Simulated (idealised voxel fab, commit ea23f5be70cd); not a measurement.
Process module, titled voxel released beams
FYI the section here is cut, 170 nm wide, cells are 5 nm squares.
Cross-section format: a grid of square cells, given as bands from top to bottom; each band is one or more rows of cells.
Band: top and bottom heights (nm) first, top before bottom; then materials from left to right, widths in nm. "throughout" marks a sole material filling the band edge to edge. "empty" denotes empty space.
Heights are reckoned from 0. Under this level, the received wafer is all of one material. The bottommost band is open-ended downward, for example "0 down".
Note: "30..40" means the width goes from the first number (top row of the band) to the second number (bottom row) in equal steps per row of cells.
"nothing got changed" -> step changed no cross-section cell.
What "Sealed cavities" gives you is every empty space of 8 cells or more that is cut off from the top. Each appears as width x height at distance, with the distance taken from the left edge and width, height and distance all in nm.
Heads up: the bit after the settings on a step's line is the simulator's remark on that step.
"overlay nm", when on a step's line for a step with a mask, measures how far to the right of its planned place the mask lay; a negative measure means to the left.
So here's the lineup of process steps we planned
1. RECEIVE (material Si)
2. CONFORMAL_DEP (material SiN; thk nm 5)
3. DIRECTIONAL_DEP (material SiO2; thk nm 10)
4. DIRECTIONAL_DEP (material aC; thk nm 10)
5. PATTERN (tone open; mask id ANCHOR; material resist; width nm 25; thk nm 25; overlay nm 0)
6. DIRECTIONAL_ETCH (etch materials aC; depth nm 10)
7. STRIP (etch materials resist)
8. DIRECTIONAL_ETCH (etch materials SiO2; depth nm 10)
9. STRIP (etch materials aC)
10. CONFORMAL_DEP (material TiN; thk nm 10)
11. DIRECTIONAL_DEP (material aC; thk nm 15)
12. PATTERN (tone cover; mask id BEAM; material resist; width nm 85; thk nm 35; overlay nm -15)
13. DIRECTIONAL_ETCH (etch materials aC; depth nm 15)
14. STRIP (etch materials resist)
15. DIRECTIONAL_ETCH (etch materials TiN; depth nm 10)
16. STRIP (etch materials aC)
17. STRIP (etch materials SiO2)
For this document, wafers share an identical start and vary in the step 12 overlay nm; the plan quotes the first wafer's value.
Cross-section of the first of several wafers as received (after step 1)
0 down = Si throughout
Sealed cavities: none
Below: a row per wafer. Contents at end of module: for every material, cells gained since receipt (+) or lost since receipt (-); then closed voids
overlay nm -15, +34 SiN, +42 TiN, Sealed cavities: none
overlay nm -10, +34 SiN, +42 TiN, Sealed cavities: none
overlay nm -5, +34 SiN, +42 TiN, Sealed cavities: none
overlay nm 0, +34 SiN, +42 TiN, Sealed cavities: none
overlay nm 5, +34 SiN, +42 TiN, Sealed cavities: none
overlay nm 10, +34 SiN, +42 TiN, Sealed cavities: none
overlay nm 15, +34 SiN, +42 TiN, Sealed cavities: none
